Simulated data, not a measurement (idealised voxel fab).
process module | voxel lift off
cross-section cut | 170 nm wide | cells 5 nm
A cross-section is a grid of square cells, given in bands from the top down. A band is one or more rows of cells.
Each band's line starts with the height of the band's top and of its bottom, in nm. Then come its materials from left to right, each with its width in nm. One material with "throughout" fills the band from edge to edge. "air" is empty space.
Height 0 is the level under which the wafer as received is all one material. The lowest band goes on downwards, as in "0 down".
A width such as "30 to 40" changes by the same amount from each row of cells to the next, from the band's top row to its bottom row.
"no change" after a step means that no cell of the cross-section changed.
closed voids: empty space of 8 cells or more with no open way to the top, each as width x height at its distance from the left edge, in nm
after a step's settings: what the simulator itself notes on the step
overlay nm, on a step with a mask: how far to the right of its planned place the mask lay; to the left if negative
plan
1 op RECEIVE | material Si
2 op CONFORMAL_DEP | material SiO2 | thk nm 15
3 op PATTERN | tone open | mask id LINES | material resist | width nm 25 | pitch nm 55 | thk nm 15 | overlay nm 0
4 op DIRECTIONAL_DEP | material Ru | thk nm 5
5 op STRIP | etch materials resist
6 op CONFORMAL_DEP | material SiO2 | thk nm 5
first wafer, as planned
as received, after step 1
  0 down: Si throughout
  closed voids: none
after step 2
  15 to 0: SiO2 throughout
  below 0: unchanged
after step 3
  30 to 15: resist 15 | air 25 | resist 30 | air 25 | resist 30 | air 25 | resist 20
  below 15: unchanged
after step 4
  35 to 30: Ru 15 | air 25 | Ru 30 | air 25 | Ru 30 | air 25 | Ru 20
  30 to 20: resist 15 | air 25 | resist 30 | air 25 | resist 30 | air 25 | resist 20
  20 to 15: resist 15 | Ru 25 | resist 30 | Ru 25 | resist 30 | Ru 25 | resist 20
  below 15: unchanged
after step 5
  20 to 15: air 15 | Ru 25 | air 30 | Ru 25 | air 30 | Ru 25 | air 20
  below 15: unchanged
after step 6
  25 to 20: air 10 | SiO2 35 | air 20 | SiO2 35 | air 20 | SiO2 35 | air 15
  20 to 15: SiO2 15 | Ru 25 | SiO2 30 | Ru 25 | SiO2 30 | Ru 25 | SiO2 20
  below 15: unchanged
second wafer: like start, like plan, one mistake. Through step 2 it matches the first wafer
when step 3 should have ended
  30 to 15: resist 15 | air 30 | resist 25 | air 30 | resist 25 | air 30 | resist 15
  below 15: unchanged
when step 4 should have ended
  35 to 30: Ru 15 | air 30 | Ru 25 | air 30 | Ru 25 | air 30 | Ru 15
  30 to 20: resist 15 | air 30 | resist 25 | air 30 | resist 25 | air 30 | resist 15
  20 to 15: resist 15 | Ru 30 | resist 25 | Ru 30 | resist 25 | Ru 30 | resist 15
  below 15: unchanged
when step 5 should have ended
  20 to 15: air 15 | Ru 30 | air 25 | Ru 30 | air 25 | Ru 30 | air 15
  below 15: unchanged
when step 6 should have ended
  25 to 20: air 10 | SiO2 40 | air 15 | SiO2 40 | air 15 | SiO2 40 | air 10
  20 to 15: SiO2 15 | Ru 30 | SiO2 25 | Ru 30 | SiO2 25 | Ru 30 | SiO2 15
  below 15: unchanged
what went wrong: step 3 ran as: op PATTERN | tone open | mask id LINES | material resist | width nm 30 | pitch nm 55 | thk nm 15 | overlay nm 0
at the end the second wafer has, in cells: 3 more of Ru
